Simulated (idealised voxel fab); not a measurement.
The process module presented herein is designated voxel lift off.
Square cells of 5 nm make up the cross-section cut, whose width is 230 nm.
Cross-section spec: square-cell grid; bands listed top down; each band is one or more rows.
It is stipulated that each band's entry specify, in nanometres, the height of the top of the band and then that of its bottom, followed by the materials of the band in left-to-right sequence, each together with its width in nanometres. A single material marked by the word "all across" is understood to fill the band from edge to edge; the word "blank" is understood to denote empty space.
We count height from 0. Below that, the starting wafer is all one material. The lowest band never ends at the bottom but goes on down; see "0 nm and below" for how that is written.
When a width is written as two numbers, as in "30->40", the first number is the width in the top row of cells of the band and the second is the width in its bottom row, and the width changes by the same amount from each row to the next.
You'll sometimes find "nothing different" written for a step, and that's the way of saying that nowhere in the cross-section did a cell change during that step.
The entry "Trapped cavities" lists the empty spaces that cover at least 8 cells and have no open path to the top. Each is written as width x height at distance, where the distance is measured from the left edge and all three values are in nm.
Anything after a step's settings on that line? It's the simulator's own note about the step.
Regarding "overlay nm": on a step with a mask, it is the distance the mask lay to the right of its planned place; a negative value places it to the left.

Intended process steps:
step 1: RECEIVE [material Si]
step 2: CONFORMAL_DEP [material SiN] [thk nm 5]
step 3: PATTERN [tone open] [mask id LINES] [material resist] [width nm 30] [pitch nm 55] [thk nm 15] [overlay nm 0]
step 4: DIRECTIONAL_DEP [material Ru] [thk nm 5]
step 5: STRIP [etch materials resist]
step 6: CONFORMAL_DEP [material SiO2] [thk nm 10]

So, the first of our two wafers, run just as we planned it:

Cross-section, incoming material, after step 1:
- 0 nm and below  Si all across
- Trapped cavities: none

How the wafer stands in section after step 2:
- 5 nm to 0 nm  SiN all across
- Whatever lies below 0 is exactly as it was before.

How the wafer stands in section after step 3:
- 20 nm to 5 nm  resist (45)  blank (30)  resist (25)  blank (30)  resist (25)  blank (30)  resist (45)
- Whatever lies below 5 is exactly as it was before.

How the wafer stands in section after step 4:
- 25 nm to 20 nm  Ru (45)  blank (30)  Ru (25)  blank (30)  Ru (25)  blank (30)  Ru (45)
- 20 nm to 10 nm  resist (45)  blank (30)  resist (25)  blank (30)  resist (25)  blank (30)  resist (45)
- 10 nm to 5 nm  resist (45)  Ru (30)  resist (25)  Ru (30)  resist (25)  Ru (30)  resist (45)
- Whatever lies below 5 is exactly as it was before.

How the wafer stands in section after step 5:
- 10 nm to 5 nm  blank (45)  Ru (30)  blank (25)  Ru (30)  blank (25)  Ru (30)  blank (45)
- Whatever lies below 5 is exactly as it was before.

How the wafer stands in section after step 6:
- 20 nm to 15 nm  blank (35)  SiO2 (50)  blank (5)  SiO2 (50)  blank (5)  SiO2 (50)  blank (35)
- 15 nm to 10 nm  SiO2 all across
- 10 nm to 5 nm  SiO2 (45)  Ru (30)  SiO2 (25)  Ru (30)  SiO2 (25)  Ru (30)  SiO2 (45)
- Whatever lies below 5 is exactly as it was before.

Notes, second wafer: start = first wafer's, plan = first wafer's, execution had one mistake; history identical to first through step 2:

Second wafer, cross-section, planned end of step 3:
- 20 nm to 5 nm  resist (45)  blank (35)  resist (20)  blank (35)  resist (20)  blank (35)  resist (40)
- Whatever lies below 5 is exactly as it was before.

Second wafer, cross-section, planned end of step 4:
- 25 nm to 20 nm  Ru (45)  blank (35)  Ru (20)  blank (35)  Ru (20)  blank (35)  Ru (40)
- 20 nm to 10 nm  resist (45)  blank (35)  resist (20)  blank (35)  resist (20)  blank (35)  resist (40)
- 10 nm to 5 nm  resist (45)  Ru (35)  resist (20)  Ru (35)  resist (20)  Ru (35)  resist (40)
- Whatever lies below 5 is exactly as it was before.

Second wafer, cross-section, planned end of step 5:
- 10 nm to 5 nm  blank (45)  Ru (35)  blank (20)  Ru (35)  blank (20)  Ru (35)  blank (40)
- Whatever lies below 5 is exactly as it was before.

Second wafer, cross-section, planned end of step 6:
- 20 nm to 15 nm  blank (35)  SiO2 (165)  blank (30)
- 15 nm to 10 nm  SiO2 all across
- 10 nm to 5 nm  SiO2 (45)  Ru (35)  SiO2 (20)  Ru (35)  SiO2 (20)  Ru (35)  SiO2 (40)
- Whatever lies below 5 is exactly as it was before.
Deviation noted in wafer processing: contrary to plan, step 3 was performed as PATTERN [tone open] [mask id LINES] [material resist] [width nm 35] [pitch nm 55] [thk nm 15] [overlay nm 0]
Counted in cells at the end, the second wafer holds more or fewer of these materials than the first: +3 Ru
